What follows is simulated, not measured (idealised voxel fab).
This is a process module. Its name is voxel released beams.
Shown is cross-section cut, with a width of 260 nm and square cells of size 5 nm.
Cross-sections here: square-cell grids, written as top-down lists of bands, a band being one or more rows of cells. Band: top height; bottom height; in nm. Then, left to right: material with width in nm, for each material. "everywhere": a single material spanning edge to edge. "blank": empty space. Height reference: 0 = level under which incoming wafer is all one material. Lowest band: no bottom, runs on downward, e.g. "0 nm and below". The two numbers in a width such as "30 to 40" mark its ends across the band: the first belongs to the top row of cells, the second to the bottom row, and from each row to the next the width moves by the same amount. "no modification" -> step changed no cross-section cell. "Sealed-off cavities" enumerates empty spaces isolated from the top, with no open way to it, that contain at least 8 cells, giving each as width x height at distance from the left edge, all three in nm. Anything after a step's settings on that line? It's the simulator's own note about the step. overlay nm: right-of-plan distance of the mask on a masked step; negative values mean left-of-plan.

Steps planned for the process
1) RECEIVE (material Si)
2) CONFORMAL_DEP (material Al2O3; thk nm 10)
3) DIRECTIONAL_DEP (material SiO2; thk nm 20)
4) MASKED_ETCH (tone open; mask id ANCHOR; width nm 45; etch materials SiO2; depth nm 20; overlay nm 0)
5) CONFORMAL_DEP (material W; thk nm 15)
6) MASKED_ETCH (tone cover; mask id BEAM; width nm 95; etch materials W; depth nm 15; overlay nm 0)
7) STRIP (etch materials SiO2)

On the first of the two wafers: run conducted according to plan

Step 1 complete: cross-section of the wafer as received
    0 nm and below | Si everywhere
    Sealed-off cavities: none

The wafer, seen in cross-section, after step 2
    10 nm to 0 nm | Al2O3 everywhere
    Under 0: no change, same as before.

The wafer, seen in cross-section, after step 3
    30 nm to 10 nm | SiO2 everywhere
    Under 10: no change, same as before.

The wafer, seen in cross-section, after step 4
    30 nm to 10 nm | SiO2: 85, then blank: 45, then SiO2: 130
    Under 10: no change, same as before.

The wafer, seen in cross-section, after step 5
    45 nm to 30 nm | W: 100, then blank: 15, then W: 145
    30 nm to 25 nm | SiO2: 85, then W: 15, then blank: 15, then W: 15, then SiO2: 130
    25 nm to 10 nm | SiO2: 85, then W: 45, then SiO2: 130
    Under 10: no change, same as before.

The wafer, seen in cross-section, after step 6
    45 nm to 30 nm | blank: 80, then W: 20, then blank: 15, then W: 60, then blank: 85
    Under 30: no change, same as before.

The wafer, seen in cross-section, after step 7
    45 nm to 30 nm | blank: 80, then W: 20, then blank: 15, then W: 60, then blank: 85
    30 nm to 25 nm | blank: 85, then W: 15, then blank: 15, then W: 15, then blank: 130
    25 nm to 10 nm | blank: 85, then W: 45, then blank: 130
    Under 10: no change, same as before.

Wafer two of two - same starting point, same process plan, one mistake in execution; matches wafer one up to and including step 1

Planned end of step 2: second wafer, cross-section
    20 nm to 0 nm | SiO2 everywhere
    Under 0: no change, same as before.

Planned end of step 3: second wafer, cross-section
    30 nm to 20 nm | Al2O3 everywhere
    Under 20: no change, same as before.

Planned end of step 4: second wafer, cross-section: no modification

Planned end of step 5: second wafer, cross-section
    45 nm to 30 nm | W everywhere
    Under 30: no change, same as before.

Planned end of step 6: second wafer, cross-section
    45 nm to 30 nm | blank: 80, then W: 95, then blank: 85
    Under 30: no change, same as before.

Planned end of step 7: second wafer, cross-section: no modification
Diagnosis: sequence error: steps 2 and 3 interchanged
Final comparison by cell count, materials where the second wafer has more or fewer than the first: SiO2: 208 more; W: 24 fewer
